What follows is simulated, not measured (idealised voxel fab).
Process module in this document: voxel wiring stack
Cross-section cut spans 230 nm and uses square cells 5 nm in size.
Just so we're on the same page, the cross-sections are grids of square cells, and they're listed out in bands top to bottom, each band one or more rows deep.
First you get the band's top height and its bottom height, in nm, and then the materials it's made of, left to right, with each width in nm. If you see a single material with "edge to edge", that one covers the band edge to edge. "air" is empty space.
The reference from which all heights are counted is 0, the level beneath which the as-received wafer is entirely one material; the lowest band, having no lower bound, proceeds downward and is written after the example "z 0 and below".
Top row gets the first number, bottom row gets the second, and each row in between changes by the same step: that is how a band width like "30..40" works.
"no modifications" means the step left every cell of the cross-section as it was.
Listed in "Closed internal voids": every empty space of 8 or more cells without an open way to the top. Form: width x height at distance, the distance being from the left edge, all in nm.
What comes after the settings on a step's line is commentary from the simulator itself on that step.
When a step includes a mask, the "overlay nm" setting on its line states how far to the right of its planned place that mask lay, and negative values state how far to the left.
Pairs ahead. Before: cross-section ahead of one process step. After: cross-section once the step is done, shown to the lowest changed band only. Under each pair: that step, with settings. Caution: pairs may come from different runs of this module on the same starting wafer; a pair follows the pair above only where its "Pre-step section" entry says so.

Pre-step section
- z 100 to 95 | 40 of TiN, then 10 of air, then 35 of TiN, then 10 of air, then 35 of TiN, then 10 of air, then 35 of TiN, then 10 of air, then 45 of TiN
- z 95 to 85 | 35 of SiO2, then 5 of TiN, then 10 of air, then 5 of TiN, then 25 of SiO2, then 5 of TiN, then 10 of air, then 5 of TiN, then 25 of SiO2, then 5 of TiN, then 10 of air, then 5 of TiN, then 25 of SiO2, then 5 of TiN, then 10 of air, then 5 of TiN, then 40 of SiO2
- z 85 to 80 | 35 of SiO2, then 5 of TiN, then 5 of air, then 10 of TiN, then 25 of SiO2, then 20 of TiN, then 25 of SiO2, then 5 of TiN, then 5 of air, then 10 of TiN, then 25 of SiO2, then 20 of TiN, then 40 of SiO2
- z 80 to 75 | 35 of SiO2, then 5 of TiN, then 5 of air, then 5 of TiN, then 75 of SiO2, then 5 of TiN, then 5 of air, then 5 of TiN, then 90 of SiO2
- z 75 to 70 | 35 of SiO2, then 15 of TiN, then 75 of SiO2, then 15 of TiN, then 90 of SiO2
- z 70 to 45 | SiO2 edge to edge
- z 45 to 40 | SiCN edge to edge
- z 40 to 15 | 30 of lowk, then 5 of SiCN, then 20 of W, then 5 of SiCN, then 15 of lowk, then 5 of SiCN, then 20 of W, then 5 of SiCN, then 15 of lowk, then 5 of SiCN, then 20 of W, then 5 of SiCN, then 15 of lowk, then 5 of SiCN, then 20 of W, then 5 of SiCN, then 35 of lowk
- z 15 to 10 | 35 of SiCN, then 20 of TiN, then 25 of SiCN, then 20 of TiN, then 25 of SiCN, then 20 of TiN, then 25 of SiCN, then 20 of TiN, then 40 of SiCN
- z 10 to 0 | SiO2 edge to edge
- z 0 and below | Si edge to edge
- Closed internal voids: none

Result of Step
- z 105 to 100 | Cu edge to edge
- z 100 to 95 | 40 of TiN, then 10 of Cu, then 35 of TiN, then 10 of Cu, then 35 of TiN, then 10 of Cu, then 35 of TiN, then 10 of Cu, then 45 of TiN
- z 95 to 85 | 35 of SiO2, then 5 of TiN, then 10 of Cu, then 5 of TiN, then 25 of SiO2, then 5 of TiN, then 10 of Cu, then 5 of TiN, then 25 of SiO2, then 5 of TiN, then 10 of Cu, then 5 of TiN, then 25 of SiO2, then 5 of TiN, then 10 of Cu, then 5 of TiN, then 40 of SiO2
- z 85 to 80 | 35 of SiO2, then 5 of TiN, then 5 of Cu, then 10 of TiN, then 25 of SiO2, then 20 of TiN, then 25 of SiO2, then 5 of TiN, then 5 of Cu, then 10 of TiN, then 25 of SiO2, then 20 of TiN, then 40 of SiO2
- z 80 to 75 | 35 of SiO2, then 5 of TiN, then 5 of Cu, then 5 of TiN, then 75 of SiO2, then 5 of TiN, then 5 of Cu, then 5 of TiN, then 90 of SiO2
- Rest of section, below 75: as before.
- Closed internal voids: none
Which operation links the two cross-sections above? op FILL_DEP | material Cu | thk nm 5

Pre-step section: Please consult the pair immediately above; the cross-section it shows after its step is the state before this step.

Result of Step
- z 70 to 45 | SiO2 edge to edge
- Rest of section, below 45: as before.
- Closed internal voids: none
Which operation links the two cross-sections above? op CMP | height nm 70

Pre-step section: Please consult the pair immediately above; the cross-section it shows after its step is the state before this step.

Result of Step
- z 75 to 70 | SiCN edge to edge
- Rest of section, below 70: as before.
- Closed internal voids: none
Which operation links the two cross-sections above? op CONFORMAL_DEP | material SiCN | thk nm 5

Pre-step section
- z 40 to 15 | 30 of lowk, then 5 of SiCN, then 20 of W, then 5 of SiCN, then 15 of lowk, then 5 of SiCN, then 20 of W, then 5 of SiCN, then 15 of lowk, then 5 of SiCN, then 20 of W, then 5 of SiCN, then 15 of lowk, then 5 of SiCN, then 20 of W, then 5 of SiCN, then 35 of lowk
- z 15 to 10 | 35 of SiCN, then 20 of TiN, then 25 of SiCN, then 20 of TiN, then 25 of SiCN, then 20 of TiN, then 25 of SiCN, then 20 of TiN, then 40 of SiCN
- z 10 to 0 | SiO2 edge to edge
- z 0 and below | Si edge to edge
- Closed internal voids: none

Result of Step
- z 65 to 40 | SiO2 edge to edge
- Rest of section, below 40: as before.
- Closed internal voids: none
Which operation links the two cross-sections above? op DIRECTIONAL_DEP | material SiO2 | thk nm 25

Pre-step section: Please consult the pair immediately above; the cross-section it shows after its step is the state before this step.

Result of Step
- z 70 to 65 | SiCN edge to edge
- Rest of section, below 65: as before.
- Closed internal voids: none
Which operation links the two cross-sections above? op CONFORMAL_DEP | material SiCN | thk nm 5

Pre-step section: Please consult the pair immediately above; the cross-section it shows after its step is the state before this step.

Result of Step
- z 85 to 70 | 35 of resist, then 15 of air, then 75 of resist, then 15 of air, then 90 of resist
- Rest of section, below 70: as before.
- Closed internal voids: none
Which operation links the two cross-sections above? op PATTERN | tone open | mask id METAL_2_HOLES | material resist | width nm 15 | pitch nm 90 | thk nm 15 | overlay nm 0

Pre-step section: Please consult the pair immediately above; the cross-section it shows after its step is the state before this step.

Result of Step
- z 85 to 70 | 35 of resist, then 15 of air, then 75 of resist, then 15 of air, then 90 of resist
- z 70 to 65 | 35 of SiCN, then 15 of air, then 75 of SiCN, then 15 of air, then 90 of SiCN
- Rest of section, below 65: as before.
- Closed internal voids: none
Which operation links the two cross-sections above? op DIRECTIONAL_ETCH | etch materials SiCN | depth nm 5

Pre-step section: Please consult the pair immediately above; the cross-section it shows after its step is the state before this step.

Result of Step
- z 70 to 65 | 35 of SiCN, then 15 of air, then 75 of SiCN, then 15 of air, then 90 of SiCN
- Rest of section, below 65: as before.
- Closed internal voids: none
Which operation links the two cross-sections above? op STRIP | etch materials resist

Pre-step section: Please consult the pair immediately above; the cross-section it shows after its step is the state before this step.

Result of Step
- z 75 to 70 | 40 of TiN, then 5 of air, then 85 of TiN, then 5 of air, then 95 of TiN
- z 70 to 65 | 35 of SiCN, then 15 of TiN, then 75 of SiCN, then 15 of TiN, then 90 of SiCN
- Rest of section, below 65: as before.
- Closed internal voids: none
Which operation links the two cross-sections above? op CONFORMAL_DEP | material TiN | thk nm 5

Pre-step section: Please consult the pair immediately above; the cross-section it shows after its step is the state before this step.

Result of Step
- z 80 to 75 | Cu edge to edge
- z 75 to 70 | 40 of TiN, then 5 of Cu, then 85 of TiN, then 5 of Cu, then 95 of TiN
- Rest of section, below 70: as before.
- Closed internal voids: none
Which operation links the two cross-sections above? op FILL_DEP | material Cu | thk nm 5

Pre-step section: Please consult the pair immediately above; the cross-section it shows after its step is the state before this step.

Result of Step
- z 70 to 65 | 35 of SiCN, then 15 of TiN, then 75 of SiCN, then 15 of TiN, then 90 of SiCN
- Rest of section, below 65: as before.
- Closed internal voids: none
Which operation links the two cross-sections above? op CMP | height nm 70

Pre-step section: Please consult the pair immediately above; the cross-section it shows after its step is the state before this step.

Result of Step
- z 75 to 70 | SiCN edge to edge
- Rest of section, below 70: as before.
- Closed internal voids: none
Which operation links the two cross-sections above? op CONFORMAL_DEP | material SiCN | thk nm 5

Pre-step section
- z 80 to 75 | Cu edge to edge
- z 75 to 70 | 40 of TiN, then 10 of Cu, then 35 of TiN, then 10 of Cu, then 35 of TiN, then 10 of Cu, then 35 of TiN, then 10 of Cu, then 45 of TiN
- z 70 to 60 | 35 of SiO2, then 5 of TiN, then 10 of Cu, then 5 of TiN, then 25 of SiO2, then 5 of TiN, then 10 of Cu, then 5 of TiN, then 25 of SiO2, then 5 of TiN, then 10 of Cu, then 5 of TiN, then 25 of SiO2, then 5 of TiN, then 10 of Cu, then 5 of TiN, then 40 of SiO2
- z 60 to 55 | 35 of SiO2, then 5 of TiN, then 5 of Cu, then 10 of TiN, then 25 of SiO2, then 20 of TiN, then 25 of SiO2, then 5 of TiN, then 5 of Cu, then 10 of TiN, then 25 of SiO2, then 20 of TiN, then 40 of SiO2
- z 55 to 45 | 35 of SiO2, then 5 of TiN, then 5 of Cu, then 5 of TiN, then 75 of SiO2, then 5 of TiN, then 5 of Cu, then 5 of TiN, then 90 of SiO2
- z 45 to 40 | 35 of SiCN, then 15 of TiN, then 75 of SiCN, then 15 of TiN, then 90 of SiCN
- z 40 to 15 | 30 of lowk, then 5 of SiCN, then 20 of W, then 5 of SiCN, then 15 of lowk, then 5 of SiCN, then 20 of W, then 5 of SiCN, then 15 of lowk, then 5 of SiCN, then 20 of W, then 5 of SiCN, then 15 of lowk, then 5 of SiCN, then 20 of W, then 5 of SiCN, then 35 of lowk
- z 15 to 10 | 35 of SiCN, then 20 of TiN, then 25 of SiCN, then 20 of TiN, then 25 of SiCN, then 20 of TiN, then 25 of SiCN, then 20 of TiN, then 40 of SiCN
- z 10 to 0 | SiO2 edge to edge
- z 0 and below | Si edge to edge
- Closed internal voids: none

Result of Step
- z 60 to 55 | 35 of SiO2, then 5 of TiN, then 5 of Cu, then 10 of TiN, then 25 of SiO2, then 20 of TiN, then 25 of SiO2, then 5 of TiN, then 5 of Cu, then 10 of TiN, then 25 of SiO2, then 20 of TiN, then 40 of SiO2
- Rest of section, below 55: as before.
- Closed internal voids: none
Which operation links the two cross-sections above? op CMP | height nm 60

Pre-step section: Please consult the pair immediately above; the cross-section it shows after its step is the state before this step.

Result of Step
- z 65 to 60 | SiCN edge to edge
- Rest of section, below 60: as before.
- Closed internal voids: none
Which operation links the two cross-sections above? op CONFORMAL_DEP | material SiCN | thk nm 5

Pre-step section
- z 55 to 40 | aC edge to edge
- z 40 to 15 | W edge to edge
- z 15 to 10 | TiN edge to edge
- z 10 to 0 | SiO2 edge to edge
- z 0 and below | Si edge to edge
- Closed internal voids: none

Result of Step
- z 90 to 55 | 40 of air, then 15 of resist, then 30 of air, then 15 of resist, then 30 of air, then 15 of resist, then 30 of air, then 15 of resist, then 40 of air
- Rest of section, below 55: as before.
- Closed internal voids: none
Which operation links the two cross-sections above? op PATTERN | tone cover | mask id METAL_1 | material resist | width nm 15 | pitch nm 45 | thk nm 35 | overlay nm 0

Pre-step section: Please consult the pair immediately above; the cross-section it shows after its step is the state before this step.

Result of Step
- z 75 to 55 | 40 of air, then 15 of resist, then 30 of air, then 15 of resist, then 30 of air, then 15 of resist, then 30 of air, then 15 of resist, then 40 of air
- z 55 to 40 | 40 of air, then 15 of aC, then 30 of air, then 15 of aC, then 30 of air, then 15 of aC, then 30 of air, then 15 of aC, then 40 of air
- Rest of section, below 40: as before.
- Closed internal voids: none
Which operation links the two cross-sections above? op DIRECTIONAL_ETCH | etch materials aC | depth nm 15

Pre-step section: Please consult the pair immediately above; the cross-section it shows after its step is the state before this step.

Result of Step
- z 55 to 40 | 40 of air, then 15 of aC, then 30 of air, then 15 of aC, then 30 of air, then 15 of aC, then 30 of air, then 15 of aC, then 40 of air
- Rest of section, below 40: as before.
- Closed internal voids: none
Which operation links the two cross-sections above? op STRIP | etch materials resist

Pre-step section: Please consult the pair immediately above; the cross-section it shows after its step is the state before this step.

Result of Step
- z 55 to 40 | 40 of air, then 15 of aC, then 30 of air, then 15 of aC, then 30 of air, then 15 of aC, then 30 of air, then 15 of aC, then 40 of air
- z 40 to 15 | 40 of air, then 15 of W, then 30 of air, then 15 of W, then 30 of air, then 15 of W, then 30 of air, then 15 of W, then 40 of air
- Rest of section, below 15: as before.
- Closed internal voids: none
Which operation links the two cross-sections above? op DIRECTIONAL_ETCH | etch materials W | depth nm 25

Pre-step section: Please consult the pair immediately above; the cross-section it shows after its step is the state before this step.

Result of Step
- z 55 to 40 | 40 of air, then 15 of aC, then 30 of air, then 15 of aC, then 30 of air, then 15 of aC, then 30 of air, then 15 of aC, then 40 of air
- z 40 to 15 | 40 of air, then 15 of W, then 30 of air, then 15 of W, then 30 of air, then 15 of W, then 30 of air, then 15 of W, then 40 of air
- z 15 to 10 | 40 of air, then 15 of TiN, then 30 of air, then 15 of TiN, then 30 of air, then 15 of TiN, then 30 of air, then 15 of TiN, then 40 of air
- Rest of section, below 10: as before.
- Closed internal voids: none
Which operation links the two cross-sections above? op DIRECTIONAL_ETCH | etch materials TiN | depth nm 5

Pre-step section: Please consult the pair immediately above; the cross-section it shows after its step is the state before this step.

Result of Step
- z 40 to 15 | 40 of air, then 15 of W, then 30 of air, then 15 of W, then 30 of air, then 15 of W, then 30 of air, then 15 of W, then 40 of air
- Rest of section, below 15: as before.
- Closed internal voids: none
Which operation links the two cross-sections above? op STRIP | etch materials aC

Pre-step section: Please consult the pair immediately above; the cross-section it shows after its step is the state before this step.

Result of Step
- z 45 to 40 | 35 of air, then 25 of SiCN, then 20 of air, then 25 of SiCN, then 20 of air, then 25 of SiCN, then 20 of air, then 25 of SiCN, then 35 of air
- z 40 to 15 | 35 of air, then 5 of SiCN, then 15 of W, then 5 of SiCN, then 20 of air, then 5 of SiCN, then 15 of W, then 5 of SiCN, then 20 of air, then 5 of SiCN, then 15 of W, then 5 of SiCN, then 20 of air, then 5 of SiCN, then 15 of W, then 5 of SiCN, then 35 of air
- z 15 to 10 | 40 of SiCN, then 15 of TiN, then 30 of SiCN, then 15 of TiN, then 30 of SiCN, then 15 of TiN, then 30 of SiCN, then 15 of TiN, then 40 of SiCN
- Rest of section, below 10: as before.
- Closed internal voids: none
Which operation links the two cross-sections above? op CONFORMAL_DEP | material SiCN | thk nm 5

Pre-step section: Please consult the pair immediately above; the cross-section it shows after its step is the state before this step.

Result of Step
- z 50 to 45 | lowk edge to edge
- z 45 to 40 | 35 of lowk, then 25 of SiCN, then 20 of lowk, then 25 of SiCN, then 20 of lowk, then 25 of SiCN, then 20 of lowk, then 25 of SiCN, then 35 of lowk
- z 40 to 15 | 35 of lowk, then 5 of SiCN, then 15 of W, then 5 of SiCN, then 20 of lowk, then 5 of SiCN, then 15 of W, then 5 of SiCN, then 20 of lowk, then 5 of SiCN, then 15 of W, then 5 of SiCN, then 20 of lowk, then 5 of SiCN, then 15 of W, then 5 of SiCN, then 35 of lowk
- Rest of section, below 15: as before.
- Closed internal voids: none
Which operation links the two cross-sections above? op FILL_DEP | material lowk | thk nm 5

Pre-step section: Please consult the pair immediately above; the cross-section it shows after its step is the state before this step.

Result of Step
- z 40 to 15 | 35 of lowk, then 5 of SiCN, then 15 of W, then 5 of SiCN, then 20 of lowk, then 5 of SiCN, then 15 of W, then 5 of SiCN, then 20 of lowk, then 5 of SiCN, then 15 of W, then 5 of SiCN, then 20 of lowk, then 5 of SiCN, then 15 of W, then 5 of SiCN, then 35 of lowk
- Rest of section, below 15: as before.
- Closed internal voids: none
Which operation links the two cross-sections above? op CMP | height nm 40

Pre-step section: Please consult the pair immediately above; the cross-section it shows after its step is the state before this step.

Result of Step
- z 45 to 40 | SiCN edge to edge
- Rest of section, below 40: as before.
- Closed internal voids: none
Which operation links the two cross-sections above? op CONFORMAL_DEP | material SiCN | thk nm 5

Pre-step section: Please consult the pair immediately above; the cross-section it shows after its step is the state before this step.

Result of Step
- z 70 to 45 | SiO2 edge to edge
- Rest of section, below 45: as before.
- Closed internal voids: none
Which operation links the two cross-sections above? op DIRECTIONAL_DEP | material SiO2 | thk nm 25

Pre-step section: Please consult the pair immediately above; the cross-section it shows after its step is the state before this step.

Result of Step
- z 70 to 55 | 35 of SiO2, then 20 of air, then 25 of SiO2, then 20 of air, then 25 of SiO2, then 20 of air, then 25 of SiO2, then 20 of air, then 40 of SiO2
- Rest of section, below 55: as before.
- Closed internal voids: none
Which operation links the two cross-sections above? op MASKED_ETCH | tone open | mask id METAL_2 | width nm 20 | pitch nm 45 | etch materials SiO2 | depth nm 15 | overlay nm 0

Pre-step section: Please consult the pair immediately above; the cross-section it shows after its step is the state before this step.

Result of Step
- z 85 to 70 | 35 of resist, then 15 of air, then 75 of resist, then 15 of air, then 90 of resist
- z 70 to 55 | 35 of SiO2, then 15 of air, then 5 of resist, then 25 of SiO2, then 20 of resist, then 25 of SiO2, then 15 of air, then 5 of resist, then 25 of SiO2, then 20 of resist, then 40 of SiO2
- Rest of section, below 55: as before.
- Closed internal voids: none
Which operation links the two cross-sections above? op PATTERN | tone open | mask id METAL_2_HOLES | material resist | width nm 15 | pitch nm 90 | thk nm 15 | overlay nm 0

Pre-step section: Please consult the pair immediately above; the cross-section it shows after its step is the state before this step.

Result of Step
- z 85 to 70 | 35 of resist, then 15 of air, then 75 of resist, then 15 of air, then 90 of resist
- z 70 to 55 | 35 of SiO2, then 15 of air, then 5 of resist, then 25 of SiO2, then 20 of resist, then 25 of SiO2, then 15 of air, then 5 of resist, then 25 of SiO2, then 20 of resist, then 40 of SiO2
- z 55 to 45 | 35 of SiO2, then 15 of air, then 75 of SiO2, then 15 of air, then 90 of SiO2
- Rest of section, below 45: as before.
- Closed internal voids: none
Which operation links the two cross-sections above? op DIRECTIONAL_ETCH | etch materials SiO2 | depth nm 10

Pre-step section: Please consult the pair immediately above; the cross-section it shows after its step is the state before this step.

Result of Step
- z 85 to 70 | 35 of resist, then 15 of air, then 75 of resist, then 15 of air, then 90 of resist
- z 70 to 55 | 35 of SiO2, then 15 of air, then 5 of resist, then 25 of SiO2, then 20 of resist, then 25 of SiO2, then 15 of air, then 5 of resist, then 25 of SiO2, then 20 of resist, then 40 of SiO2
- z 55 to 45 | 35 of SiO2, then 15 of air, then 75 of SiO2, then 15 of air, then 90 of SiO2
- z 45 to 40 | 35 of SiCN, then 15 of air, then 75 of SiCN, then 15 of air, then 90 of SiCN
- Rest of section, below 40: as before.
- Closed internal voids: none
Which operation links the two cross-sections above? op DIRECTIONAL_ETCH | etch materials SiCN | depth nm 5

Pre-step section: Please consult the pair immediately above; the cross-section it shows after its step is the state before this step.

Result of Step
- z 70 to 55 | 35 of SiO2, then 20 of air, then 25 of SiO2, then 20 of air, then 25 of SiO2, then 20 of air, then 25 of SiO2, then 20 of air, then 40 of SiO2
- Rest of section, below 55: as before.
- Closed internal voids: none
Which operation links the two cross-sections above? op STRIP | etch materials resist

Pre-step section: Please consult the pair immediately above; the cross-section it shows after its step is the state before this step.

Result of Step
- z 75 to 70 | 40 of TiN, then 10 of air, then 35 of TiN, then 10 of air, then 35 of TiN, then 10 of air, then 35 of TiN, then 10 of air, then 45 of TiN
- z 70 to 60 | 35 of SiO2, then 5 of TiN, then 10 of air, then 5 of TiN, then 25 of SiO2, then 5 of TiN, then 10 of air, then 5 of TiN, then 25 of SiO2, then 5 of TiN, then 10 of air, then 5 of TiN, then 25 of SiO2, then 5 of TiN, then 10 of air, then 5 of TiN, then 40 of SiO2
- z 60 to 55 | 35 of SiO2, then 5 of TiN, then 5 of air, then 10 of TiN, then 25 of SiO2, then 20 of TiN, then 25 of SiO2, then 5 of TiN, then 5 of air, then 10 of TiN, then 25 of SiO2, then 20 of TiN, then 40 of SiO2
- z 55 to 45 | 35 of SiO2, then 5 of TiN, then 5 of air, then 5 of TiN, then 75 of SiO2, then 5 of TiN, then 5 of air, then 5 of TiN, then 90 of SiO2
- z 45 to 40 | 35 of SiCN, then 15 of TiN, then 75 of SiCN, then 15 of TiN, then 90 of SiCN
- Rest of section, below 40: as before.
- Closed internal voids: none
Which operation links the two cross-sections above? op CONFORMAL_DEP | material TiN | thk nm 5

Pre-step section: Please consult the pair immediately above; the cross-section it shows after its step is the state before this step.

Result of Step
- z 80 to 75 | Cu edge to edge
- z 75 to 70 | 40 of TiN, then 10 of Cu, then 35 of TiN, then 10 of Cu, then 35 of TiN, then 10 of Cu, then 35 of TiN, then 10 of Cu, then 45 of TiN
- z 70 to 60 | 35 of SiO2, then 5 of TiN, then 10 of Cu, then 5 of TiN, then 25 of SiO2, then 5 of TiN, then 10 of Cu, then 5 of TiN, then 25 of SiO2, then 5 of TiN, then 10 of Cu, then 5 of TiN, then 25 of SiO2, then 5 of TiN, then 10 of Cu, then 5 of TiN, then 40 of SiO2
- z 60 to 55 | 35 of SiO2, then 5 of TiN, then 5 of Cu, then 10 of TiN, then 25 of SiO2, then 20 of TiN, then 25 of SiO2, then 5 of TiN, then 5 of Cu, then 10 of TiN, then 25 of SiO2, then 20 of TiN, then 40 of SiO2
- z 55 to 45 | 35 of SiO2, then 5 of TiN, then 5 of Cu, then 5 of TiN, then 75 of SiO2, then 5 of TiN, then 5 of Cu, then 5 of TiN, then 90 of SiO2
- Rest of section, below 45: as before.
- Closed internal voids: none
Which operation links the two cross-sections above? op FILL_DEP | material Cu | thk nm 5

Pre-step section: Please consult the pair immediately above; the cross-section it shows after its step is the state before this step.

Result of Step
- z 70 to 60 | 35 of SiO2, then 5 of TiN, then 10 of Cu, then 5 of TiN, then 25 of SiO2, then 5 of TiN, then 10 of Cu, then 5 of TiN, then 25 of SiO2, then 5 of TiN, then 10 of Cu, then 5 of TiN, then 25 of SiO2, then 5 of TiN, then 10 of Cu, then 5 of TiN, then 40 of SiO2
- Rest of section, below 60: as before.
- Closed internal voids: none
Which operation links the two cross-sections above? op CMP | height nm 70

Pre-step section: Please consult the pair immediately above; the cross-section it shows after its step is the state before this step.

Result of Step
- z 75 to 70 | SiCN edge to edge
- Rest of section, below 70: as before.
- Closed internal voids: none
Which operation links the two cross-sections above? op CONFORMAL_DEP | material SiCN | thk nm 5

Pre-step section
- z 70 to 45 | SiO2 edge to edge
- z 45 to 40 | SiCN edge to edge
- z 40 to 15 | 30 of lowk, then 5 of SiCN, then 20 of W, then 5 of SiCN, then 15 of lowk, then 5 of SiCN, then 20 of W, then 5 of SiCN, then 15 of lowk, then 5 of SiCN, then 20 of W, then 5 of SiCN, then 15 of lowk, then 5 of SiCN, then 20 of W, then 5 of SiCN, then 35 of lowk
- z 15 to 10 | 35 of SiCN, then 20 of TiN, then 25 of SiCN, then 20 of TiN, then 25 of SiCN, then 20 of TiN, then 25 of SiCN, then 20 of TiN, then 40 of SiCN
- z 10 to 0 | SiO2 edge to edge
- z 0 and below | Si edge to edge
- Closed internal voids: none

Result of Step
- z 70 to 55 | 30 of SiO2, then 20 of air, then 25 of SiO2, then 20 of air, then 25 of SiO2, then 20 of air, then 25 of SiO2, then 20 of air, then 45 of SiO2
- Rest of section, below 55: as before.
- Closed internal voids: none
Which operation links the two cross-sections above? op MASKED_ETCH | tone open | mask id METAL_2 | width nm 20 | pitch nm 45 | etch materials SiO2 | depth nm 15 | overlay nm -5

Pre-step section: Please consult the pair immediately above; the cross-section it shows after its step is the state before this step.

Result of Step
- z 85 to 70 | 35 of resist, then 15 of air, then 75 of resist, then 15 of air, then 90 of resist
- z 70 to 55 | 30 of SiO2, then 5 of resist, then 15 of air, then 25 of SiO2, then 20 of resist, then 25 of SiO2, then 5 of resist, then 15 of air, then 25 of SiO2, then 20 of resist, then 45 of SiO2
- Rest of section, below 55: as before.
- Closed internal voids: none
Which operation links the two cross-sections above? op PATTERN | tone open | mask id METAL_2_HOLES | material resist | width nm 15 | pitch nm 90 | thk nm 15 | overlay nm 0

Pre-step section: Please consult the pair immediately above; the cross-section it shows after its step is the state before this step.

Result of Step
- z 85 to 70 | 35 of resist, then 15 of air, then 75 of resist, then 15 of air, then 90 of resist
- z 70 to 55 | 30 of SiO2, then 5 of resist, then 15 of air, then 25 of SiO2, then 20 of resist, then 25 of SiO2, then 5 of resist, then 15 of air, then 25 of SiO2, then 20 of resist, then 45 of SiO2
- z 55 to 45 | 35 of SiO2, then 15 of air, then 75 of SiO2, then 15 of air, then 90 of SiO2
- Rest of section, below 45: as before.
- Closed internal voids: none
Which operation links the two cross-sections above? op DIRECTIONAL_ETCH | etch materials SiO2 | depth nm 10

Pre-step section: Please consult the pair immediately above; the cross-section it shows after its step is the state before this step.

Result of Step
- z 85 to 70 | 35 of resist, then 15 of air, then 75 of resist, then 15 of air, then 90 of resist
- z 70 to 55 | 30 of SiO2, then 5 of resist, then 15 of air, then 25 of SiO2, then 20 of resist, then 25 of SiO2, then 5 of resist, then 15 of air, then 25 of SiO2, then 20 of resist, then 45 of SiO2
- z 55 to 45 | 35 of SiO2, then 15 of air, then 75 of SiO2, then 15 of air, then 90 of SiO2
- z 45 to 40 | 35 of SiCN, then 15 of air, then 75 of SiCN, then 15 of air, then 90 of SiCN
- Rest of section, below 40: as before.
- Closed internal voids: none
Which operation links the two cross-sections above? op DIRECTIONAL_ETCH | etch materials SiCN | depth nm 5

Pre-step section: Please consult the pair immediately above; the cross-section it shows after its step is the state before this step.

Result of Step
- z 70 to 55 | 30 of SiO2, then 20 of air, then 25 of SiO2, then 20 of air, then 25 of SiO2, then 20 of air, then 25 of SiO2, then 20 of air, then 45 of SiO2
- Rest of section, below 55: as before.
- Closed internal voids: none
Which operation links the two cross-sections above? op STRIP | etch materials resist

Pre-step section: Please consult the pair immediately above; the cross-section it shows after its step is the state before this step.

Result of Step
- z 75 to 70 | 35 of TiN, then 10 of air, then 35 of TiN, then 10 of air, then 35 of TiN, then 10 of air, then 35 of TiN, then 10 of air, then 50 of TiN
- z 70 to 60 | 30 of SiO2, then 5 of TiN, then 10 of air, then 5 of TiN, then 25 of SiO2, then 5 of TiN, then 10 of air, then 5 of TiN, then 25 of SiO2, then 5 of TiN, then 10 of air, then 5 of TiN, then 25 of SiO2, then 5 of TiN, then 10 of air, then 5 of TiN, then 45 of SiO2
- z 60 to 55 | 30 of SiO2, then 10 of TiN, then 5 of air, then 5 of TiN, then 25 of SiO2, then 20 of TiN, then 25 of SiO2, then 10 of TiN, then 5 of air, then 5 of TiN, then 25 of SiO2, then 20 of TiN, then 45 of SiO2
- z 55 to 45 | 35 of SiO2, then 5 of TiN, then 5 of air, then 5 of TiN, then 75 of SiO2, then 5 of TiN, then 5 of air, then 5 of TiN, then 90 of SiO2
- z 45 to 40 | 35 of SiCN, then 15 of TiN, then 75 of SiCN, then 15 of TiN, then 90 of SiCN
- Rest of section, below 40: as before.
- Closed internal voids: none
Which operation links the two cross-sections above? op CONFORMAL_DEP | material TiN | thk nm 5

Pre-step section: Please consult the pair immediately above; the cross-section it shows after its step is the state before this step.

Result of Step
- z 80 to 75 | Cu edge to edge
- z 75 to 70 | 35 of TiN, then 10 of Cu, then 35 of TiN, then 10 of Cu, then 35 of TiN, then 10 of Cu, then 35 of TiN, then 10 of Cu, then 50 of TiN
- z 70 to 60 | 30 of SiO2, then 5 of TiN, then 10 of Cu, then 5 of TiN, then 25 of SiO2, then 5 of TiN, then 10 of Cu, then 5 of TiN, then 25 of SiO2, then 5 of TiN, then 10 of Cu, then 5 of TiN, then 25 of SiO2, then 5 of TiN, then 10 of Cu, then 5 of TiN, then 45 of SiO2
- z 60 to 55 | 30 of SiO2, then 10 of TiN, then 5 of Cu, then 5 of TiN, then 25 of SiO2, then 20 of TiN, then 25 of SiO2, then 10 of TiN, then 5 of Cu, then 5 of TiN, then 25 of SiO2, then 20 of TiN, then 45 of SiO2
- z 55 to 45 | 35 of SiO2, then 5 of TiN, then 5 of Cu, then 5 of TiN, then 75 of SiO2, then 5 of TiN, then 5 of Cu, then 5 of TiN, then 90 of SiO2
- Rest of section, below 45: as before.
- Closed internal voids: none
Which operation links the two cross-sections above? op FILL_DEP | material Cu | thk nm 5

Pre-step section: Please consult the pair immediately above; the cross-section it shows after its step is the state before this step.

Result of Step
- z 70 to 60 | 30 of SiO2, then 5 of TiN, then 10 of Cu, then 5 of TiN, then 25 of SiO2, then 5 of TiN, then 10 of Cu, then 5 of TiN, then 25 of SiO2, then 5 of TiN, then 10 of Cu, then 5 of TiN, then 25 of SiO2, then 5 of TiN, then 10 of Cu, then 5 of TiN, then 45 of SiO2
- Rest of section, below 60: as before.
- Closed internal voids: none
Which operation links the two cross-sections above? op CMP | height nm 70

Pre-step section: Please consult the pair immediately above; the cross-section it shows after its step is the state before this step.

Result of Step
- z 75 to 70 | SiCN edge to edge
- Rest of section, below 70: as before.
- Closed internal voids: none
Which operation links the two cross-sections above? op CONFORMAL_DEP | material SiCN | thk nm 5

Pre-step section
- z 15 to 10 | TiN edge to edge
- z 10 to 0 | SiO2 edge to edge
- z 0 and below | Si edge to edge
- Closed internal voids: none

Result of Step
- z 40 to 15 | SiO2 edge to edge
- Rest of section, below 15: as before.
- Closed internal voids: none
Which operation links the two cross-sections above? op DIRECTIONAL_DEP | material SiO2 | thk nm 25

Pre-step section: Please consult the pair immediately above; the cross-section it shows after its step is the state before this step.

Result of Step
- z 55 to 40 | aC edge to edge
- Rest of section, below 40: as before.
- Closed internal voids: none
Which operation links the two cross-sections above? op DIRECTIONAL_DEP | material aC | thk nm 15

Pre-step section: Please consult the pair immediately above; the cross-section it shows after its step is the state before this step.

Result of Step
- z 90 to 55 | 35 of air, then 20 of resist, then 25 of air, then 20 of resist, then 25 of air, then 20 of resist, then 25 of air, then 20 of resist, then 40 of air
- Rest of section, below 55: as before.
- Closed internal voids: none
Which operation links the two cross-sections above? op PATTERN | tone cover | mask id METAL_1 | material resist | width nm 20 | pitch nm 45 | thk nm 35 | overlay nm 0

Pre-step section: Please consult the pair immediately above; the cross-section it shows after its step is the state before this step.

Result of Step
- z 75 to 55 | 35 of air, then 20 of resist, then 25 of air, then 20 of resist, then 25 of air, then 20 of resist, then 25 of air, then 20 of resist, then 40 of air
- z 55 to 40 | 35 of air, then 20 of aC, then 25 of air, then 20 of aC, then 25 of air, then 20 of aC, then 25 of air, then 20 of aC, then 40 of air
- Rest of section, below 40: as before.
- Closed internal voids: none
Which operation links the two cross-sections above? op DIRECTIONAL_ETCH | etch materials aC | depth nm 15
